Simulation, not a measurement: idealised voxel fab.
process module | voxel released beams
cross-section cut | 145 nm wide | cells 5 nm
A cross-section is a grid of square cells, given in bands from the top down. A band is one or more rows of cells.
Each band's line starts with the height of the band's top and of its bottom, in nm. Then come its materials from left to right, each with its width in nm. One material with "throughout" fills the band from edge to edge. "air" is empty space.
Height 0 is the level under which the wafer as received is all one material. The lowest band goes on downwards, as in "0 down".
A width such as "30 to 40" changes by the same amount from each row of cells to the next, from the band's top row to its bottom row.
"no change" after a step means that no cell of the cross-section changed.
closed voids: empty space of 8 cells or more with no open way to the top, each as width x height at its distance from the left edge, in nm
after a step's settings: what the simulator itself notes on the step
overlay nm, on a step with a mask: how far to the right of its planned place the mask lay; to the left if negative
plan
1 op RECEIVE | material Si
2 op CONFORMAL_DEP | material SiN | thk nm 10
3 op DIRECTIONAL_DEP | material SiO2 | thk nm 10
4 op DIRECTIONAL_DEP | material aC | thk nm 10
5 op PATTERN | tone open | mask id ANCHOR | material resist | width nm 30 | thk nm 30 | overlay nm 0
6 op DIRECTIONAL_ETCH | etch materials aC | depth nm 10
7 op STRIP | etch materials resist
8 op DIRECTIONAL_ETCH | etch materials SiO2 | depth nm 10
9 op STRIP | etch materials aC
10 op CONFORMAL_DEP | material TiN | thk nm 10
11 op DIRECTIONAL_DEP | material aC | thk nm 15
12 op PATTERN | tone cover | mask id BEAM | material resist | width nm 90 | thk nm 35 | overlay nm 0
13 op DIRECTIONAL_ETCH | etch materials aC | depth nm 15
14 op STRIP | etch materials resist
15 op DIRECTIONAL_ETCH | etch materials TiN | depth nm 10
16 op STRIP | etch materials aC
17 op STRIP | etch materials SiO2
as received, after step 1
  0 down: Si throughout
  closed voids: none
a wafer at the end: this start, this plan, one mistake
  20 to 10: SiO2 30 | air 30 | SiO2 85
  10 to 0: SiN throughout
  0 down: Si throughout
  closed voids: none
what went wrong: step 17 ran as: op STRIP | etch materials TiN
